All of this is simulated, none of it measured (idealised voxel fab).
process module | voxel spacer lines
cross-section cut | 175 nm wide | cells 5 nm
A cross-section is a grid of square cells, given in bands from the top down. A band is one or more rows of cells.
Each band's line starts with the height of the band's top and of its bottom, in nm. Then come its materials from left to right, each with its width in nm. One material with "throughout" fills the band from edge to edge. "air" is empty space.
Height 0 is the level under which the wafer as received is all one material. The lowest band goes on downwards, as in "0 down".
A width such as "30 to 40" changes by the same amount from each row of cells to the next, from the band's top row to its bottom row.
"no change" after a step means that no cell of the cross-section changed.
closed voids: empty space of 8 cells or more with no open way to the top, each as width x height at its distance from the left edge, in nm
after a step's settings: what the simulator itself notes on the step
overlay nm, on a step with a mask: how far to the right of its planned place the mask lay; to the left if negative
plan
1 op RECEIVE | material Si
2 op CONFORMAL_DEP | material Al2O3 | thk nm 10
3 op DIRECTIONAL_DEP | material TiN | thk nm 10
4 op DIRECTIONAL_DEP | material aC | thk nm 30
5 op PATTERN | tone cover | mask id MANDREL | material resist | width nm 20 | pitch nm 60 | thk nm 40 | overlay nm 0
6 op DIRECTIONAL_ETCH | etch materials aC | depth nm 30
7 op STRIP | etch materials resist
8 op CONFORMAL_DEP | material SiN | thk nm 10
9 op DIRECTIONAL_ETCH | etch materials SiN | depth nm 10
10 op STRIP | etch materials aC
11 op DIRECTIONAL_ETCH | etch materials TiN | depth nm 10
12 op STRIP | etch materials SiN
as received, after step 1
  0 down: Si throughout
  closed voids: none
first wafer at the end, as planned
  20 to 10: air 35 | TiN 10 | air 20 | TiN 10 | air 20 | TiN 10 | air 20 | TiN 10 | air 40
  10 to 0: Al2O3 throughout
  0 down: Si throughout
  closed voids: none
second wafer at the end: like start, like plan, one mistake
  20 to 10: air 30 | TiN 10 | air 30 | TiN 10 | air 10 | TiN 10 | air 30 | TiN 10 | air 35
  10 to 0: Al2O3 throughout
  0 down: Si throughout
  closed voids: none
what went wrong: step 5 ran as: op PATTERN | tone cover | mask id MANDREL | material resist | width nm 30 | pitch nm 60 | thk nm 40 | overlay nm 0
at the end the second wafer has, in cells: as many of each material as the first, in other places
